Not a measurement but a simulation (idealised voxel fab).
Presented below is a process module, voxel released beams.
This is section cut - it's 160 nm across, gridded in 5 nm square cells.
For the purposes of this document, a cross-section shall be understood as a grid of square cells, specified as bands listed in top-to-bottom order, each band consisting of one or more rows of cells.
First you get the band's top height and its bottom height, in nm, and then the materials it's made of, left to right, with each width in nm. If you see a single material with "all across", that one covers the band edge to edge. "blank" is empty space.
Zero point of the height axis is 0; under it, received wafer = one material. Lowest band: continues down indefinitely, "top 0, no bottom".
Note: "30 to 40" means the width goes from the first number (top row of the band) to the second number (bottom row) in equal steps per row of cells.
No cell of the cross-section changed in a step that is given as "no modification".
Entry "Closed empty spaces" = empty spaces >= 8 cells with no open way to the top; each as width x height at distance, distance from left edge, all nm.
Past the settings on a step's line: simulator remark, on that step.
On any step carrying a mask, the "overlay nm" setting, if present on the step's line, tells how far right of its planned place the mask lay; negative values point to the left.

-- Planned process steps
- 1: RECEIVE [material Si]
- 2: CONFORMAL_DEP [material Al2O3] [thk nm 10]
- 3: DIRECTIONAL_DEP [material SiO2] [thk nm 20]
- 4: DIRECTIONAL_DEP [material aC] [thk nm 15]
- 5: PATTERN [tone open] [mask id ANCHOR] [material resist] [width nm 25] [thk nm 30] [overlay nm 0]
- 6: DIRECTIONAL_ETCH [etch materials aC] [depth nm 15]
- 7: STRIP [etch materials resist]
- 8: DIRECTIONAL_ETCH [etch materials SiO2] [depth nm 20]
- 9: STRIP [etch materials aC]
- 10: CONFORMAL_DEP [material W] [thk nm 10]
- 11: PATTERN [tone cover] [mask id BEAM] [material resist] [width nm 80] [thk nm 20] [overlay nm 0]
- 12: DIRECTIONAL_ETCH [etch materials W] [depth nm 10]
- 13: STRIP [etch materials resist]
- 14: STRIP [etch materials SiO2]

-- Wafer at receipt (post step 1), cross-section
	top 0, no bottom | Si all across
	Closed empty spaces: none

-- Same starting wafer, same plan as above, one mistake in the execution; this is the cross-section at the end of the module
	top 40, bottom 30 | blank 35, W 40, blank 85
	top 30, bottom 20 | blank 30, W 10, SiO2 25, W 10, blank 85
	top 20, bottom 10 | blank 30, W 10, SiO2 25, W 50, blank 45
	top 10, bottom 0 | Al2O3 all across
	top 0, no bottom | Si all across
	Closed empty spaces: none
Deviation noted in wafer processing: contrary to plan, step 5 was performed as PATTERN [tone cover] [mask id ANCHOR] [material resist] [width nm 25] [thk nm 30] [overlay nm 0]
